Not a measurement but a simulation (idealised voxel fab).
The following is a process module called voxel self aligned contacts.
This is section cut - it's 295 nm across, gridded in 5 nm square cells.
We lay out every cross-section as a grid of square cells and spell it out in bands from the top down, where one band means one or more rows of cells. Each band's line starts with the height of the band's top and of its bottom, in nm. Then come its materials from left to right, each with its width in nm. One material with "all across" fills the band from edge to edge. "air" is empty space. Zero point of the height axis is 0; under it, received wafer = one material. Lowest band: continues down indefinitely, "0 nm and below". With a width like "30..40", each row of cells in the band differs from the next by the same amount, the top row carrying the first number and the bottom row the second. Given "left unchanged" for a step, no cell of the cross-section differs between before and after that step. Enclosed voids (no open way to top), threshold 8 cells or more, entry "Enclosed internal cavities", notation width x height at distance, distance from left edge, nm. Formally, on a step line, whatever follows the settings is a remark that the simulator itself makes on the step. overlay nm: for a step with a mask, the amount by which the mask lay right of where it was planned; a negative amount means left of it. Pairs ahead. Before: cross-section ahead of one process step. After: cross-section once the step is done, shown to the lowest changed band only. Under each pair: that step, with settings. Caution: pairs may come from different runs of this module on the same starting wafer; a pair follows the pair above only where its "Preceding state" entry says so.

## Preceding state
	65 nm to 60 nm  W all across
	60 nm to 55 nm  TiN: 125, W: 45, TiN: 125
	55 nm to 45 nm  SiO2: 120, TiN: 5..20, W: 45..15, TiN: 5..20, SiO2: 120
	45 nm to 30 nm  SiO2: 85, SiN: 10, polySi: 30, SiN: 10, TiN: 5, W: 15, TiN: 5, SiN: 10, polySi: 30, SiN: 10, SiO2: 85
	30 nm to 25 nm  SiO2: 85, SiN: 10, polySi: 30, SiN: 10, TiN: 25, SiN: 10, polySi: 30, SiN: 10, SiO2: 85
	25 nm to 5 nm  SiN all across
	5 nm to 0 nm  SiO2 all across
	0 nm and below  Si all across
	Enclosed internal cavities: none

## Section After Processing
	55 nm to 45 nm  SiO2: 120, TiN: 5..20, W: 45..15, TiN: 5..20, SiO2: 120
	At heights below 45, the structure remains unaltered.
	Enclosed internal cavities: none
Here is the step that sits between the two cross-sections above: CMP [height nm 55]

Preceding state: the pre-step structure is the one depicted after the step in the pair just above.

## Section After Processing
	60 nm to 55 nm  SiN all across
	At heights below 55, the structure remains unaltered.
	Enclosed internal cavities: none
Here is the step that sits between the two cross-sections above: CONFORMAL_DEP [material SiN] [thk nm 5]

## Preceding state
	45 nm to 25 nm  air: 95, SiN: 30, air: 45, SiN: 30, air: 95
	25 nm to 5 nm  air: 95, polySi: 30, air: 45, polySi: 30, air: 95
	5 nm to 0 nm  SiO2 all across
	0 nm and below  Si all across
	Enclosed internal cavities: none

## Section After Processing
	60 nm to 25 nm  air: 80, SiN: 60, air: 15, SiN: 60, air: 80
	25 nm to 20 nm  air: 80, SiN: 15, polySi: 30, SiN: 15, air: 15, SiN: 15, polySi: 30, SiN: 15, air: 80
	20 nm to 5 nm  SiN: 95, polySi: 30, SiN: 45, polySi: 30, SiN: 95
	At heights below 5, the structure remains unaltered.
	Enclosed internal cavities: none
Here is the step that sits between the two cross-sections above: CONFORMAL_DEP [material SiN] [thk nm 15]

Preceding state: the pre-step structure is the one depicted after the step in the pair just above.

## Section After Processing
	50 nm to 25 nm  air: 80, SiN: 60, air: 15, SiN: 60, air: 80
	25 nm to 10 nm  air: 80, SiN: 15, polySi: 30, SiN: 15, air: 15, SiN: 15, polySi: 30, SiN: 15, air: 80
	At heights below 10, the structure remains unaltered.
	Enclosed internal cavities: none
Here is the step that sits between the two cross-sections above: DIRECTIONAL_ETCH [etch materials SiN] [depth nm 10]

Preceding state: the pre-step structure is the one depicted after the step in the pair just above.

## Section After Processing
	70 nm to 50 nm  SiO2 all across
	50 nm to 25 nm  SiO2: 80, SiN: 60, SiO2: 15, SiN: 60, SiO2: 80
	25 nm to 10 nm  SiO2: 80, SiN: 15, polySi: 30, SiN: 15, SiO2: 15, SiN: 15, polySi: 30, SiN: 15, SiO2: 80
	At heights below 10, the structure remains unaltered.
	Enclosed internal cavities: none
Here is the step that sits between the two cross-sections above: FILL_DEP [material SiO2] [thk nm 20]

Preceding state: the pre-step structure is the one depicted after the step in the pair just above.

## Section After Processing
	55 nm to 50 nm  SiO2 all across
	At heights below 50, the structure remains unaltered.
	Enclosed internal cavities: none
Here is the step that sits between the two cross-sections above: CMP [height nm 55]

Preceding state: the pre-step structure is the one depicted after the step in the pair just above.

## Section After Processing
	70 nm to 55 nm  aC all across
	At heights below 55, the structure remains unaltered.
	Enclosed internal cavities: none
Here is the step that sits between the two cross-sections above: DIRECTIONAL_DEP [material aC] [thk nm 15]

Preceding state: the pre-step structure is the one depicted after the step in the pair just above.

## Section After Processing
	100 nm to 70 nm  resist: 120, air: 55, resist: 120
	At heights below 70, the structure remains unaltered.
	Enclosed internal cavities: none
Here is the step that sits between the two cross-sections above: PATTERN [tone open] [mask id CONTACT] [material resist] [width nm 55] [thk nm 30] [overlay nm 0]

Preceding state: the pre-step structure is the one depicted after the step in the pair just above.

## Section After Processing
	85 nm to 70 nm  resist: 120, air: 55, resist: 120
	70 nm to 55 nm  aC: 120, air: 55, aC: 120
	At heights below 55, the structure remains unaltered.
	Enclosed internal cavities: none
Here is the step that sits between the two cross-sections above: DIRECTIONAL_ETCH [etch materials aC] [depth nm 15]

Preceding state: the pre-step structure is the one depicted after the step in the pair just above.

## Section After Processing
	70 nm to 55 nm  aC: 120, air: 55, aC: 120
	At heights below 55, the structure remains unaltered.
	Enclosed internal cavities: none
Here is the step that sits between the two cross-sections above: STRIP [etch materials resist]

Preceding state: the pre-step structure is the one depicted after the step in the pair just above.

## Section After Processing
	70 nm to 55 nm  aC: 120, air: 55, aC: 120
	55 nm to 50 nm  SiO2: 120, air: 55, SiO2: 120
	50 nm to 25 nm  SiO2: 80, SiN: 60, air: 15, SiN: 60, SiO2: 80
	25 nm to 10 nm  SiO2: 80, SiN: 15, polySi: 30, SiN: 15, air: 15, SiN: 15, polySi: 30, SiN: 15, SiO2: 80
	At heights below 10, the structure remains unaltered.
	Enclosed internal cavities: none
Here is the step that sits between the two cross-sections above: DIRECTIONAL_ETCH [etch materials SiO2] [depth nm 55]

Preceding state: the pre-step structure is the one depicted after the step in the pair just above.

## Section After Processing
	55 nm to 50 nm  SiO2: 120, air: 55, SiO2: 120
	At heights below 50, the structure remains unaltered.
	Enclosed internal cavities: none
Here is the step that sits between the two cross-sections above: STRIP [etch materials aC]

Preceding state: the pre-step structure is the one depicted after the step in the pair just above.

## Section After Processing
	60 nm to 55 nm  TiN: 125, air: 45, TiN: 125
	55 nm to 50 nm  SiO2: 120, TiN: 25, air: 5, TiN: 25, SiO2: 120
	50 nm to 25 nm  SiO2: 80, SiN: 60, TiN: 5, air: 5, TiN: 5, SiN: 60, SiO2: 80
	25 nm to 15 nm  SiO2: 80, SiN: 15, polySi: 30, SiN: 15, TiN: 5, air: 5, TiN: 5, SiN: 15, polySi: 30, SiN: 15, SiO2: 80
	15 nm to 10 nm  SiO2: 80, SiN: 15, polySi: 30, SiN: 15, TiN: 15, SiN: 15, polySi: 30, SiN: 15, SiO2: 80
	At heights below 10, the structure remains unaltered.
	Enclosed internal cavities: none
Here is the step that sits between the two cross-sections above: CONFORMAL_DEP [material TiN] [thk nm 5]

Preceding state: the pre-step structure is the one depicted after the step in the pair just above.

## Section After Processing
	65 nm to 60 nm  W all across
	60 nm to 55 nm  TiN: 125, W: 45, TiN: 125
	55 nm to 50 nm  SiO2: 120, TiN: 25, W: 5, TiN: 25, SiO2: 120
	50 nm to 25 nm  SiO2: 80, SiN: 60, TiN: 5, W: 5, TiN: 5, SiN: 60, SiO2: 80
	25 nm to 15 nm  SiO2: 80, SiN: 15, polySi: 30, SiN: 15, TiN: 5, W: 5, TiN: 5, SiN: 15, polySi: 30, SiN: 15, SiO2: 80
	At heights below 15, the structure remains unaltered.
	Enclosed internal cavities: none
Here is the step that sits between the two cross-sections above: FILL_DEP [material W] [thk nm 5]

Preceding state: the pre-step structure is the one depicted after the step in the pair just above.

## Section After Processing
	55 nm to 50 nm  SiO2: 120, TiN: 25, W: 5, TiN: 25, SiO2: 120
	At heights below 50, the structure remains unaltered.
	Enclosed internal cavities: none
Here is the step that sits between the two cross-sections above: CMP [height nm 55]

Preceding state: the pre-step structure is the one depicted after the step in the pair just above.

## Section After Processing
	60 nm to 55 nm  SiN all across
	At heights below 55, the structure remains unaltered.
	Enclosed internal cavities: none
Here is the step that sits between the two cross-sections above: CONFORMAL_DEP [material SiN] [thk nm 5]

## Preceding state
	70 nm to 55 nm  aC all across
	55 nm to 45 nm  SiO2 all across
	45 nm to 25 nm  SiO2: 85, SiN: 50, SiO2: 25, SiN: 50, SiO2: 85
	25 nm to 5 nm  SiO2: 85, SiN: 10, polySi: 30, SiN: 10, SiO2: 25, SiN: 10, polySi: 30, SiN: 10, SiO2: 85
	5 nm to 0 nm  SiO2 all across
	0 nm and below  Si all across
	Enclosed internal cavities: none

## Section After Processing
	100 nm to 70 nm  resist: 125, air: 50, resist: 120
	At heights below 70, the structure remains unaltered.
	Enclosed internal cavities: none
Here is the step that sits between the two cross-sections above: PATTERN [tone open] [mask id CONTACT] [material resist] [width nm 50] [thk nm 30] [overlay nm 0]

Preceding state: the pre-step structure is the one depicted after the step in the pair just above.

## Section After Processing
	85 nm to 70 nm  resist: 125, air: 50, resist: 120
	70 nm to 55 nm  aC: 125, air: 50, aC: 120
	At heights below 55, the structure remains unaltered.
	Enclosed internal cavities: none
Here is the step that sits between the two cross-sections above: DIRECTIONAL_ETCH [etch materials aC] [depth nm 15]

Preceding state: the pre-step structure is the one depicted after the step in the pair just above.

## Section After Processing
	70 nm to 55 nm  aC: 125, air: 50, aC: 120
	At heights below 55, the structure remains unaltered.
	Enclosed internal cavities: none
Here is the step that sits between the two cross-sections above: STRIP [etch materials resist]

Preceding state: the pre-step structure is the one depicted after the step in the pair just above.

## Section After Processing
	70 nm to 55 nm  aC: 125, air: 50, aC: 120
	55 nm to 45 nm  SiO2: 125, air: 50, SiO2: 120
	45 nm to 25 nm  SiO2: 85, SiN: 50, air: 25, SiN: 50, SiO2: 85
	25 nm to 5 nm  SiO2: 85, SiN: 10, polySi: 30, SiN: 10, air: 25, SiN: 10, polySi: 30, SiN: 10, SiO2: 85
	5 nm to 0 nm  SiO2: 135, air: 25, SiO2: 135
	At heights below 0, the structure remains unaltered.
	Enclosed internal cavities: none
Here is the step that sits between the two cross-sections above: DIRECTIONAL_ETCH [etch materials SiO2] [depth nm 55]

Preceding state: the pre-step structure is the one depicted after the step in the pair just above.

## Section After Processing
	55 nm to 45 nm  SiO2: 125, air: 50, SiO2: 120
	At heights below 45, the structure remains unaltered.
	Enclosed internal cavities: none
Here is the step that sits between the two cross-sections above: STRIP [etch materials aC]

Preceding state: the pre-step structure is the one depicted after the step in the pair just above.

## Section After Processing
	60 nm to 55 nm  TiN: 130, air: 40, TiN: 125
	55 nm to 45 nm  SiO2: 125, TiN: 5..15, air: 40..15, TiN: 5..20, SiO2: 120
	45 nm to 25 nm  SiO2: 85, SiN: 50, TiN: 5, air: 15, TiN: 5, SiN: 50, SiO2: 85
	25 nm to 5 nm  SiO2: 85, SiN: 10, polySi: 30, SiN: 10, TiN: 5, air: 15, TiN: 5, SiN: 10, polySi: 30, SiN: 10, SiO2: 85
	5 nm to 0 nm  SiO2: 135, TiN: 25, SiO2: 135
	At heights below 0, the structure remains unaltered.
	Enclosed internal cavities: none
Here is the step that sits between the two cross-sections above: CONFORMAL_DEP [material TiN] [thk nm 5]

Preceding state: the pre-step structure is the one depicted after the step in the pair just above.

## Section After Processing
	65 nm to 60 nm  W all across
	60 nm to 55 nm  TiN: 130, W: 40, TiN: 125
	55 nm to 45 nm  SiO2: 125, TiN: 5..15, W: 40..15, TiN: 5..20, SiO2: 120
	45 nm to 25 nm  SiO2: 85, SiN: 50, TiN: 5, W: 15, TiN: 5, SiN: 50, SiO2: 85
	25 nm to 5 nm  SiO2: 85, SiN: 10, polySi: 30, SiN: 10, TiN: 5, W: 15, TiN: 5, SiN: 10, polySi: 30, SiN: 10, SiO2: 85
	At heights below 5, the structure remains unaltered.
	Enclosed internal cavities: none
Here is the step that sits between the two cross-sections above: FILL_DEP [material W] [thk nm 5]

Preceding state: the pre-step structure is the one depicted after the step in the pair just above.

## Section After Processing
	55 nm to 45 nm  SiO2: 125, TiN: 5..15, W: 40..15, TiN: 5..20, SiO2: 120
	At heights below 45, the structure remains unaltered.
	Enclosed internal cavities: none
Here is the step that sits between the two cross-sections above: CMP [height nm 55]

Preceding state: the pre-step structure is the one depicted after the step in the pair just above.

## Section After Processing
	60 nm to 55 nm  SiN all across
	At heights below 55, the structure remains unaltered.
	Enclosed internal cavities: none
Here is the step that sits between the two cross-sections above: CONFORMAL_DEP [material SiN] [thk nm 5]

## Preceding state
	55 nm to 45 nm  aC all across
	45 nm to 25 nm  SiN all across
	25 nm to 5 nm  polySi all across
	5 nm to 0 nm  SiO2 all across
	0 nm and below  Si all across
	Enclosed internal cavities: none

## Section After Processing
	80 nm to 55 nm  air: 105, resist: 30, air: 45, resist: 30, air: 85
	At heights below 55, the structure remains unaltered.
	Enclosed internal cavities: none
Here is the step that sits between the two cross-sections above: PATTERN [tone cover] [mask id GATE] [material resist] [width nm 30] [pitch nm 75] [thk nm 25] [overlay nm 10]

Preceding state: the pre-step structure is the one depicted after the step in the pair just above.

## Section After Processing
	70 nm to 55 nm  air: 105, resist: 30, air: 45, resist: 30, air: 85
	55 nm to 45 nm  air: 105, aC: 30, air: 45, aC: 30, air: 85
	At heights below 45, the structure remains unaltered.
	Enclosed internal cavities: none
Here is the step that sits between the two cross-sections above: DIRECTIONAL_ETCH [etch materials aC] [depth nm 10]

Preceding state: the pre-step structure is the one depicted after the step in the pair just above.

## Section After Processing
	55 nm to 45 nm  air: 105, aC: 30, air: 45, aC: 30, air: 85
	At heights below 45, the structure remains unaltered.
	Enclosed internal cavities: none
Here is the step that sits between the two cross-sections above: STRIP [etch materials resist]

Preceding state: the pre-step structure is the one depicted after the step in the pair just above.

## Section After Processing
	55 nm to 45 nm  air: 105, aC: 30, air: 45, aC: 30, air: 85
	45 nm to 25 nm  air: 105, SiN: 30, air: 45, SiN: 30, air: 85
	At heights below 25, the structure remains unaltered.
	Enclosed internal cavities: none
Here is the step that sits between the two cross-sections above: DIRECTIONAL_ETCH [etch materials SiN] [depth nm 20]

Preceding state: the pre-step structure is the one depicted after the step in the pair just above.

## Section After Processing
	55 nm to 45 nm  air: 105, aC: 30, air: 45, aC: 30, air: 85
	45 nm to 25 nm  air: 105, SiN: 30, air: 45, SiN: 30, air: 85
	25 nm to 5 nm  air: 105, polySi: 30, air: 45, polySi: 30, air: 85
	At heights below 5, the structure remains unaltered.
	Enclosed internal cavities: none
Here is the step that sits between the two cross-sections above: DIRECTIONAL_ETCH [etch materials polySi] [depth nm 20]

Preceding state: the pre-step structure is the one depicted after the step in the pair just above.

## Section After Processing
	45 nm to 25 nm  air: 105, SiN: 30, air: 45, SiN: 30, air: 85
	At heights below 25, the structure remains unaltered.
	Enclosed internal cavities: none
Here is the step that sits between the two cross-sections above: STRIP [etch materials aC]

Preceding state: the pre-step structure is the one depicted after the step in the pair just above.

## Section After Processing
	55 nm to 25 nm  air: 95, SiN: 50, air: 25, SiN: 50, air: 75
	25 nm to 15 nm  air: 95, SiN: 10, polySi: 30, SiN: 10, air: 25, SiN: 10, polySi: 30, SiN: 10, air: 75
	15 nm to 5 nm  SiN: 105, polySi: 30, SiN: 45, polySi: 30, SiN: 85
	At heights below 5, the structure remains unaltered.
	Enclosed internal cavities: none
Here is the step that sits between the two cross-sections above: CONFORMAL_DEP [material SiN] [thk nm 10]

Preceding state: the pre-step structure is the one depicted after the step in the pair just above.

## Section After Processing
	45 nm to 25 nm  air: 95, SiN: 50, air: 25, SiN: 50, air: 75
	25 nm to 5 nm  air: 95, SiN: 10, polySi: 30, SiN: 10, air: 25, SiN: 10, polySi: 30, SiN: 10, air: 75
	At heights below 5, the structure remains unaltered.
	Enclosed internal cavities: none
Here is the step that sits between the two cross-sections above: DIRECTIONAL_ETCH [etch materials SiN] [depth nm 10]

Preceding state: the pre-step structure is the one depicted after the step in the pair just above.

## Section After Processing
	65 nm to 45 nm  SiO2 all across
	45 nm to 25 nm  SiO2: 95, SiN: 50, SiO2: 25, SiN: 50, SiO2: 75
	25 nm to 5 nm  SiO2: 95, SiN: 10, polySi: 30, SiN: 10, SiO2: 25, SiN: 10, polySi: 30, SiN: 10, SiO2: 75
	At heights below 5, the structure remains unaltered.
	Enclosed internal cavities: none
Here is the step that sits between the two cross-sections above: FILL_DEP [material SiO2] [thk nm 20]

Preceding state: the pre-step structure is the one depicted after the step in the pair just above.

## Section After Processing
	55 nm to 45 nm  SiO2 all across
	At heights below 45, the structure remains unaltered.
	Enclosed internal cavities: none
Here is the step that sits between the two cross-sections above: CMP [height nm 55]

Preceding state: the pre-step structure is the one depicted after the step in the pair just above.

## Section After Processing
	70 nm to 55 nm  aC all across
	At heights below 55, the structure remains unaltered.
	Enclosed internal cavities: none
Here is the step that sits between the two cross-sections above: DIRECTIONAL_DEP [material aC] [thk nm 15]

Preceding state: the pre-step structure is the one depicted after the step in the pair just above.

## Section After Processing
	100 nm to 70 nm  resist: 120, air: 55, resist: 120
	At heights below 70, the structure remains unaltered.
	Enclosed internal cavities: none
Here is the step that sits between the two cross-sections above: PATTERN [tone open] [mask id CONTACT] [material resist] [width nm 55] [thk nm 30] [overlay nm 0]

Preceding state: the pre-step structure is the one depicted after the step in the pair just above.

## Section After Processing
	85 nm to 70 nm  resist: 120, air: 55, resist: 120
	70 nm to 55 nm  aC: 120, air: 55, aC: 120
	At heights below 55, the structure remains unaltered.
	Enclosed internal cavities: none
Here is the step that sits between the two cross-sections above: DIRECTIONAL_ETCH [etch materials aC] [depth nm 15]

Preceding state: the pre-step structure is the one depicted after the step in the pair just above.

## Section After Processing
	70 nm to 55 nm  aC: 120, air: 55, aC: 120
	At heights below 55, the structure remains unaltered.
	Enclosed internal cavities: none
Here is the step that sits between the two cross-sections above: STRIP [etch materials resist]

Preceding state: the pre-step structure is the one depicted after the step in the pair just above.

## Section After Processing
	70 nm to 55 nm  aC: 120, air: 55, aC: 120
	55 nm to 45 nm  SiO2: 120, air: 55, SiO2: 120
	45 nm to 25 nm  SiO2: 95, SiN: 50, air: 25, SiN: 50, SiO2: 75
	25 nm to 5 nm  SiO2: 95, SiN: 10, polySi: 30, SiN: 10, air: 25, SiN: 10, polySi: 30, SiN: 10, SiO2: 75
	5 nm to 0 nm  SiO2: 145, air: 25, SiO2: 125
	At heights below 0, the structure remains unaltered.
	Enclosed internal cavities: none
Here is the step that sits between the two cross-sections above: DIRECTIONAL_ETCH [etch materials SiO2] [depth nm 55]

Preceding state: the pre-step structure is the one depicted after the step in the pair just above.

## Section After Processing
	55 nm to 45 nm  SiO2: 120, air: 55, SiO2: 120
	At heights below 45, the structure remains unaltered.
	Enclosed internal cavities: none
Here is the step that sits between the two cross-sections above: STRIP [etch materials aC]

Preceding state: the pre-step structure is the one depicted after the step in the pair just above.

## Section After Processing
	60 nm to 55 nm  TiN: 125, air: 45, TiN: 125
	55 nm to 45 nm  SiO2: 120, TiN: 5..30, air: 45..15, TiN: 5..10, SiO2: 120
	45 nm to 25 nm  SiO2: 95, SiN: 50, TiN: 5, air: 15, TiN: 5, SiN: 50, SiO2: 75
	25 nm to 5 nm  SiO2: 95, SiN: 10, polySi: 30, SiN: 10, TiN: 5, air: 15, TiN: 5, SiN: 10, polySi: 30, SiN: 10, SiO2: 75
	5 nm to 0 nm  SiO2: 145, TiN: 25, SiO2: 125
	At heights below 0, the structure remains unaltered.
	Enclosed internal cavities: none
Here is the step that sits between the two cross-sections above: CONFORMAL_DEP [material TiN] [thk nm 5]

Preceding state: the pre-step structure is the one depicted after the step in the pair just above.

## Section After Processing
	65 nm to 60 nm  W all across
	60 nm to 55 nm  TiN: 125, W: 45, TiN: 125
	55 nm to 45 nm  SiO2: 120, TiN: 5..30, W: 45..15, TiN: 5..10, SiO2: 120
	45 nm to 25 nm  SiO2: 95, SiN: 50, TiN: 5, W: 15, TiN: 5, SiN: 50, SiO2: 75
	25 nm to 5 nm  SiO2: 95, SiN: 10, polySi: 30, SiN: 10, TiN: 5, W: 15, TiN: 5, SiN: 10, polySi: 30, SiN: 10, SiO2: 75
	At heights below 5, the structure remains unaltered.
	Enclosed internal cavities: none
Here is the step that sits between the two cross-sections above: FILL_DEP [material W] [thk nm 5]

Preceding state: the pre-step structure is the one depicted after the step in the pair just above.

## Section After Processing
	55 nm to 45 nm  SiO2: 120, TiN: 5..30, W: 45..15, TiN: 5..10, SiO2: 120
	At heights below 45, the structure remains unaltered.
	Enclosed internal cavities: none
Here is the step that sits between the two cross-sections above: CMP [height nm 55]

Preceding state: the pre-step structure is the one depicted after the step in the pair just above.

## Section After Processing
	60 nm to 55 nm  SiN all across
	At heights below 55, the structure remains unaltered.
	Enclosed internal cavities: none
Here is the step that sits between the two cross-sections above: CONFORMAL_DEP [material SiN] [thk nm 5]

## Preceding state
	0 nm and below  Si all across
	Enclosed internal cavities: none

## Section After Processing
	5 nm to 0 nm  SiN all across
	At heights below 0, the structure remains unaltered.
	Enclosed internal cavities: none
Here is the step that sits between the two cross-sections above: CONFORMAL_DEP [material SiN] [thk nm 5]

Preceding state: the pre-step structure is the one depicted after the step in the pair just above.

## Section After Processing
	25 nm to 5 nm  polySi all across
	At heights below 5, the structure remains unaltered.
	Enclosed internal cavities: none
Here is the step that sits between the two cross-sections above: DIRECTIONAL_DEP [material polySi] [thk nm 20]

Preceding state: the pre-step structure is the one depicted after the step in the pair just above.

## Section After Processing
	45 nm to 25 nm  SiN all across
	At heights below 25, the structure remains unaltered.
	Enclosed internal cavities: none
Here is the step that sits between the two cross-sections above: DIRECTIONAL_DEP [material SiN] [thk nm 20]

Preceding state: the pre-step structure is the one depicted after the step in the pair just above.

## Section After Processing
	55 nm to 45 nm  aC all across
	At heights below 45, the structure remains unaltered.
	Enclosed internal cavities: none
Here is the step that sits between the two cross-sections above: DIRECTIONAL_DEP [material aC] [thk nm 10]

Preceding state: the pre-step structure is the one depicted after the step in the pair just above.

## Section After Processing
	80 nm to 55 nm  air: 95, resist: 30, air: 45, resist: 30, air: 95
	At heights below 55, the structure remains unaltered.
	Enclosed internal cavities: none
Here is the step that sits between the two cross-sections above: PATTERN [tone cover] [mask id GATE] [material resist] [width nm 30] [pitch nm 75] [thk nm 25] [overlay nm 0]

Preceding state: the pre-step structure is the one depicted after the step in the pair just above.

## Section After Processing
	70 nm to 55 nm  air: 95, resist: 30, air: 45, resist: 30, air: 95
	55 nm to 45 nm  air: 95, aC: 30, air: 45, aC: 30, air: 95
	At heights below 45, the structure remains unaltered.
	Enclosed internal cavities: none
Here is the step that sits between the two cross-sections above: DIRECTIONAL_ETCH [etch materials aC] [depth nm 10]

Preceding state: the pre-step structure is the one depicted after the step in the pair just above.

## Section After Processing
	55 nm to 45 nm  air: 95, aC: 30, air: 45, aC: 30, air: 95
	At heights below 45, the structure remains unaltered.
	Enclosed internal cavities: none
Here is the step that sits between the two cross-sections above: STRIP [etch materials resist]

Preceding state: the pre-step structure is the one depicted after the step in the pair just above.

## Section After Processing
	55 nm to 45 nm  air: 95, aC: 30, air: 45, aC: 30, air: 95
	45 nm to 25 nm  air: 95, SiN: 30, air: 45, SiN: 30, air: 95
	At heights below 25, the structure remains unaltered.
	Enclosed internal cavities: none
Here is the step that sits between the two cross-sections above: DIRECTIONAL_ETCH [etch materials SiN] [depth nm 20]

Preceding state: the pre-step structure is the one depicted after the step in the pair just above.

## Section After Processing
	55 nm to 45 nm  air: 95, aC: 30, air: 45, aC: 30, air: 95
	45 nm to 25 nm  air: 95, SiN: 30, air: 45, SiN: 30, air: 95
	25 nm to 5 nm  air: 95, polySi: 30, air: 45, polySi: 30, air: 95
	At heights below 5, the structure remains unaltered.
	Enclosed internal cavities: none
Here is the step that sits between the two cross-sections above: DIRECTIONAL_ETCH [etch materials polySi] [depth nm 20]

Preceding state: the pre-step structure is the one depicted after the step in the pair just above.

## Section After Processing
	45 nm to 25 nm  air: 95, SiN: 30, air: 45, SiN: 30, air: 95
	At heights below 25, the structure remains unaltered.
	Enclosed internal cavities: none
Here is the step that sits between the two cross-sections above: STRIP [etch materials aC]

Preceding state: the pre-step structure is the one depicted after the step in the pair just above.

## Section After Processing
	55 nm to 25 nm  air: 85, SiN: 50, air: 25, SiN: 50, air: 85
	25 nm to 15 nm  air: 85, SiN: 10, polySi: 30, SiN: 10, air: 25, SiN: 10, polySi: 30, SiN: 10, air: 85
	15 nm to 5 nm  SiN: 95, polySi: 30, SiN: 45, polySi: 30, SiN: 95
	At heights below 5, the structure remains unaltered.
	Enclosed internal cavities: none
Here is the step that sits between the two cross-sections above: CONFORMAL_DEP [material SiN] [thk nm 10]

Preceding state: the pre-step structure is the one depicted after the step in the pair just above.

## Section After Processing
	45 nm to 25 nm  air: 85, SiN: 50, air: 25, SiN: 50, air: 85
	25 nm to 5 nm  air: 85, SiN: 10, polySi: 30, SiN: 10, air: 25, SiN: 10, polySi: 30, SiN: 10, air: 85
	At heights below 5, the structure remains unaltered.
	Enclosed internal cavities: none
Here is the step that sits between the two cross-sections above: DIRECTIONAL_ETCH [etch materials SiN] [depth nm 10]

Preceding state: the pre-step structure is the one depicted after the step in the pair just above.

## Section After Processing
	65 nm to 45 nm  SiO2 all across
	45 nm to 25 nm  SiO2: 85, SiN: 50, SiO2: 25, SiN: 50, SiO2: 85
	25 nm to 5 nm  SiO2: 85, SiN: 10, polySi: 30, SiN: 10, SiO2: 25, SiN: 10, polySi: 30, SiN: 10, SiO2: 85
	At heights below 5, the structure remains unaltered.
	Enclosed internal cavities: none
Here is the step that sits between the two cross-sections above: FILL_DEP [material SiO2] [thk nm 20]

Preceding state: the pre-step structure is the one depicted after the step in the pair just above.

## Section After Processing
	55 nm to 45 nm  SiO2 all across
	At heights below 45, the structure remains unaltered.
	Enclosed internal cavities: none
Here is the step that sits between the two cross-sections above: CMP [height nm 55]

Preceding state: the pre-step structure is the one depicted after the step in the pair just above.

## Section After Processing
	70 nm to 55 nm  aC all across
	At heights below 55, the structure remains unaltered.
	Enclosed internal cavities: none
Here is the step that sits between the two cross-sections above: DIRECTIONAL_DEP [material aC] [thk nm 15]

Preceding state: the pre-step structure is the one depicted after the step in the pair just above.

## Section After Processing
	100 nm to 70 nm  resist: 120, air: 55, resist: 120
	At heights below 70, the structure remains unaltered.
	Enclosed internal cavities: none
Here is the step that sits between the two cross-sections above: PATTERN [tone open] [mask id CONTACT] [material resist] [width nm 55] [thk nm 30] [overlay nm 0]

Preceding state: the pre-step structure is the one depicted after the step in the pair just above.

## Section After Processing
	85 nm to 70 nm  resist: 120, air: 55, resist: 120
	70 nm to 55 nm  aC: 120, air: 55, aC: 120
	At heights below 55, the structure remains unaltered.
	Enclosed internal cavities: none
Here is the step that sits between the two cross-sections above: DIRECTIONAL_ETCH [etch materials aC] [depth nm 15]

Preceding state: the pre-step structure is the one depicted after the step in the pair just above.

## Section After Processing
	70 nm to 55 nm  aC: 120, air: 55, aC: 120
	At heights below 55, the structure remains unaltered.
	Enclosed internal cavities: none
Here is the step that sits between the two cross-sections above: STRIP [etch materials resist]

Preceding state: the pre-step structure is the one depicted after the step in the pair just above.

## Section After Processing
	70 nm to 55 nm  aC: 120, air: 55, aC: 120
	55 nm to 45 nm  SiO2: 120, air: 55, SiO2: 120
	45 nm to 25 nm  SiO2: 85, SiN: 50, air: 25, SiN: 50, SiO2: 85
	25 nm to 5 nm  SiO2: 85, SiN: 10, polySi: 30, SiN: 10, air: 25, SiN: 10, polySi: 30, SiN: 10, SiO2: 85
	At heights below 5, the structure remains unaltered.
	Enclosed internal cavities: none
Here is the step that sits between the two cross-sections above: DIRECTIONAL_ETCH [etch materials SiO2] [depth nm 55]

Preceding state: the pre-step structure is the one depicted after the step in the pair just above.

## Section After Processing
	55 nm to 45 nm  SiO2: 120, air: 55, SiO2: 120
	At heights below 45, the structure remains unaltered.
	Enclosed internal cavities: none
Here is the step that sits between the two cross-sections above: STRIP [etch materials aC]

Preceding state: the pre-step structure is the one depicted after the step in the pair just above.

## Section After Processing
	60 nm to 55 nm  TiN: 125, air: 45, TiN: 125
	55 nm to 45 nm  SiO2: 120, TiN: 5..20, air: 45..15, TiN: 5..20, SiO2: 120
	45 nm to 25 nm  SiO2: 85, SiN: 50, TiN: 5, air: 15, TiN: 5, SiN: 50, SiO2: 85
	25 nm to 10 nm  SiO2: 85, SiN: 10, polySi: 30, SiN: 10, TiN: 5, air: 15, TiN: 5, SiN: 10, polySi: 30, SiN: 10, SiO2: 85
	10 nm to 5 nm  SiO2: 85, SiN: 10, polySi: 30, SiN: 10, TiN: 25, SiN: 10, polySi: 30, SiN: 10, SiO2: 85
	At heights below 5, the structure remains unaltered.
	Enclosed internal cavities: none
Here is the step that sits between the two cross-sections above: CONFORMAL_DEP [material TiN] [thk nm 5]

Preceding state: the pre-step structure is the one depicted after the step in the pair just above.

## Section After Processing
	65 nm to 60 nm  W all across
	60 nm to 55 nm  TiN: 125, W: 45, TiN: 125
	55 nm to 45 nm  SiO2: 120, TiN: 5..20, W: 45..15, TiN: 5..20, SiO2: 120
	45 nm to 25 nm  SiO2: 85, SiN: 50, TiN: 5, W: 15, TiN: 5, SiN: 50, SiO2: 85
	25 nm to 10 nm  SiO2: 85, SiN: 10, polySi: 30, SiN: 10, TiN: 5, W: 15, TiN: 5, SiN: 10, polySi: 30, SiN: 10, SiO2: 85
	At heights below 10, the structure remains unaltered.
	Enclosed internal cavities: none
Here is the step that sits between the two cross-sections above: FILL_DEP [material W] [thk nm 5]

Preceding state: the pre-step structure is the one depicted after the step in the pair just above.

## Section After Processing
	55 nm to 45 nm  SiO2: 120, TiN: 5..20, W: 45..15, TiN: 5..20, SiO2: 120
	At heights below 45, the structure remains unaltered.
	Enclosed internal cavities: none
Here is the step that sits between the two cross-sections above: CMP [height nm 55]

Preceding state: the pre-step structure is the one depicted after the step in the pair just above.

## Section After Processing
	60 nm to 55 nm  SiN all across
	At heights below 55, the structure remains unaltered.
	Enclosed internal cavities: none
Here is the step that sits between the two cross-sections above: CONFORMAL_DEP [material SiN] [thk nm 5]
